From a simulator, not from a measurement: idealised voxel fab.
The document below concerns the process module designated voxel gate over fins.
The figure presents cross-section cut, which has a width of 210 nm and is divided into square cells with an edge length of 5 nm.
Think of the cross-section as a grid of square cells. We describe it in bands, top to bottom, and each band covers one or more rows of those cells. In this notation a band is specified by the heights of its top and bottom, in that order and in nm, after which its materials appear from left to right, each paired with its width in nm. The word "throughout" attached to a single material means that material fills the band from edge to edge; the word "blank" stands for empty space. Heights are expressed relative to 0, this being the level below which the as-received wafer comprises one material exclusively. The lowest band is unbounded in the downward direction and is denoted as in "0 down". It should be noted that a width expressed as "30->40" varies in equal increments from row to row of cells within the band, taking the value of the first number at the top row and that of the second number at the bottom row. Step marked "nothing altered"? Then no cell in the cross-section changed in it. Entry "Voids lacking openings" = empty spaces >= 8 cells with no open way to the top; each as width x height at distance, distance from left edge, all nm. after a step's settings: what the simulator itself notes on the step. overlay nm: step with mask; distance mask lay right of planned place; negative value = left of planned place.

HERE'S WHAT THE PLANNED PROCESS STEPS LOOK LIKE
step 1: RECEIVE with material Si
step 2: CONFORMAL_DEP with material SiN, thk nm 5
step 3: MASKED_ETCH with tone cover, mask id FINS, width nm 15, pitch nm 45, etch materials SiN, depth nm 5, overlay nm 0
step 4: MASKED_ETCH with tone cover, mask id FINS, width nm 15, pitch nm 45, etch materials Si, depth nm 30, overlay nm 0
step 5: FILL_DEP with material SiO2, thk nm 5
step 6: CMP with height nm 5
step 7: SELECTIVE_ETCH with etch materials SiO2, depth nm 15
step 8: STRIP with etch materials SiN
step 9: CONFORMAL_DEP with material HfO2, thk nm 5
step 10: CONFORMAL_DEP with material TiN, thk nm 5
step 11: FILL_DEP with material W, thk nm 10
step 12: CMP with height nm 15
step 13: CONFORMAL_DEP with material SiCN, thk nm 10

ON THE FIRST OF THE TWO WAFERS: RUN CONDUCTED ACCORDING TO PLAN

HERE'S WHAT THE WAFER LOOKED LIKE IN CROSS-SECTION WHEN IT ARRIVED - THAT'S AFTER STEP 1
* 0 down  Si throughout
* Voids lacking openings: none

THE WAFER, SEEN IN CROSS-SECTION, AFTER STEP 2
* 5 to 0  SiN throughout
* Heights below 0 show no change.

THE WAFER, SEEN IN CROSS-SECTION, AFTER STEP 3
* 5 to 0  30 of blank, then 15 of SiN, then 30 of blank, then 15 of SiN, then 30 of blank, then 15 of SiN, then 30 of blank, then 15 of SiN, then 30 of blank
* Heights below 0 show no change.

THE WAFER, SEEN IN CROSS-SECTION, AFTER STEP 4
* 5 to 0  30 of blank, then 15 of SiN, then 30 of blank, then 15 of SiN, then 30 of blank, then 15 of SiN, then 30 of blank, then 15 of SiN, then 30 of blank
* 0 to -30  30 of blank, then 15 of Si, then 30 of blank, then 15 of Si, then 30 of blank, then 15 of Si, then 30 of blank, then 15 of Si, then 30 of blank
* Heights below -30 show no change.

THE WAFER, SEEN IN CROSS-SECTION, AFTER STEP 5
* 10 to 5  SiO2 throughout
* 5 to 0  30 of SiO2, then 15 of SiN, then 30 of SiO2, then 15 of SiN, then 30 of SiO2, then 15 of SiN, then 30 of SiO2, then 15 of SiN, then 30 of SiO2
* 0 to -30  30 of SiO2, then 15 of Si, then 30 of SiO2, then 15 of Si, then 30 of SiO2, then 15 of Si, then 30 of SiO2, then 15 of Si, then 30 of SiO2
* Heights below -30 show no change.

THE WAFER, SEEN IN CROSS-SECTION, AFTER STEP 6
* 5 to 0  30 of SiO2, then 15 of SiN, then 30 of SiO2, then 15 of SiN, then 30 of SiO2, then 15 of SiN, then 30 of SiO2, then 15 of SiN, then 30 of SiO2
* Heights below 0 show no change.

THE WAFER, SEEN IN CROSS-SECTION, AFTER STEP 7
* 5 to 0  30 of blank, then 15 of SiN, then 30 of blank, then 15 of SiN, then 30 of blank, then 15 of SiN, then 30 of blank, then 15 of SiN, then 30 of blank
* 0 to -10  30 of blank, then 15 of Si, then 30 of blank, then 15 of Si, then 30 of blank, then 15 of Si, then 30 of blank, then 15 of Si, then 30 of blank
* Heights below -10 show no change.

THE WAFER, SEEN IN CROSS-SECTION, AFTER STEP 8
* 0 to -10  30 of blank, then 15 of Si, then 30 of blank, then 15 of Si, then 30 of blank, then 15 of Si, then 30 of blank, then 15 of Si, then 30 of blank
* Heights below -10 show no change.

THE WAFER, SEEN IN CROSS-SECTION, AFTER STEP 9
* 5 to 0  25 of blank, then 25 of HfO2, then 20 of blank, then 25 of HfO2, then 20 of blank, then 25 of HfO2, then 20 of blank, then 25 of HfO2, then 25 of blank
* 0 to -5  25 of blank, then 5 of HfO2, then 15 of Si, then 5 of HfO2, then 20 of blank, then 5 of HfO2, then 15 of Si, then 5 of HfO2, then 20 of blank, then 5 of HfO2, then 15 of Si, then 5 of HfO2, then 20 of blank, then 5 of HfO2, then 15 of Si, then 5 of HfO2, then 25 of blank
* -5 to -10  30 of HfO2, then 15 of Si, then 30 of HfO2, then 15 of Si, then 30 of HfO2, then 15 of Si, then 30 of HfO2, then 15 of Si, then 30 of HfO2
* Heights below -10 show no change.

THE WAFER, SEEN IN CROSS-SECTION, AFTER STEP 10
* 10 to 5  20 of blank, then 35 of TiN, then 10 of blank, then 35 of TiN, then 10 of blank, then 35 of TiN, then 10 of blank, then 35 of TiN, then 20 of blank
* 5 to 0  20 of blank, then 5 of TiN, then 25 of HfO2, then 5 of TiN, then 10 of blank, then 5 of TiN, then 25 of HfO2, then 5 of TiN, then 10 of blank, then 5 of TiN, then 25 of HfO2, then 5 of TiN, then 10 of blank, then 5 of TiN, then 25 of HfO2, then 5 of TiN, then 20 of blank
* 0 to -5  25 of TiN, then 5 of HfO2, then 15 of Si, then 5 of HfO2, then 20 of TiN, then 5 of HfO2, then 15 of Si, then 5 of HfO2, then 20 of TiN, then 5 of HfO2, then 15 of Si, then 5 of HfO2, then 20 of TiN, then 5 of HfO2, then 15 of Si, then 5 of HfO2, then 25 of TiN
* Heights below -5 show no change.

THE WAFER, SEEN IN CROSS-SECTION, AFTER STEP 11
* 20 to 10  W throughout
* 10 to 5  20 of W, then 35 of TiN, then 10 of W, then 35 of TiN, then 10 of W, then 35 of TiN, then 10 of W, then 35 of TiN, then 20 of W
* 5 to 0  20 of W, then 5 of TiN, then 25 of HfO2, then 5 of TiN, then 10 of W, then 5 of TiN, then 25 of HfO2, then 5 of TiN, then 10 of W, then 5 of TiN, then 25 of HfO2, then 5 of TiN, then 10 of W, then 5 of TiN, then 25 of HfO2, then 5 of TiN, then 20 of W
* Heights below 0 show no change.

THE WAFER, SEEN IN CROSS-SECTION, AFTER STEP 12
* 15 to 10  W throughout
* Heights below 10 show no change.

THE WAFER, SEEN IN CROSS-SECTION, AFTER STEP 13
* 25 to 15  SiCN throughout
* Heights below 15 show no change.

SECOND WAFER - SHARED START AND PLAN WITH THE FIRST - ONE ERROR IN RUNNING - SAME AS THE FIRST UP TO STEP 12 INCLUSIVE

CROSS-SECTION: SECOND WAFER, TIME AT WHICH STEP 13 WAS SCHEDULED TO END
* 25 to 10  W throughout
* Heights below 10 show no change.
Finding, execution versus plan: so step 13 ended up running with a different setting than we planned, it ran as CONFORMAL_DEP with material W, thk nm 10
The final cell counts differ between the wafers, with the second having more or fewer of some materials than the first: 84 fewer of SiCN; 84 more of W
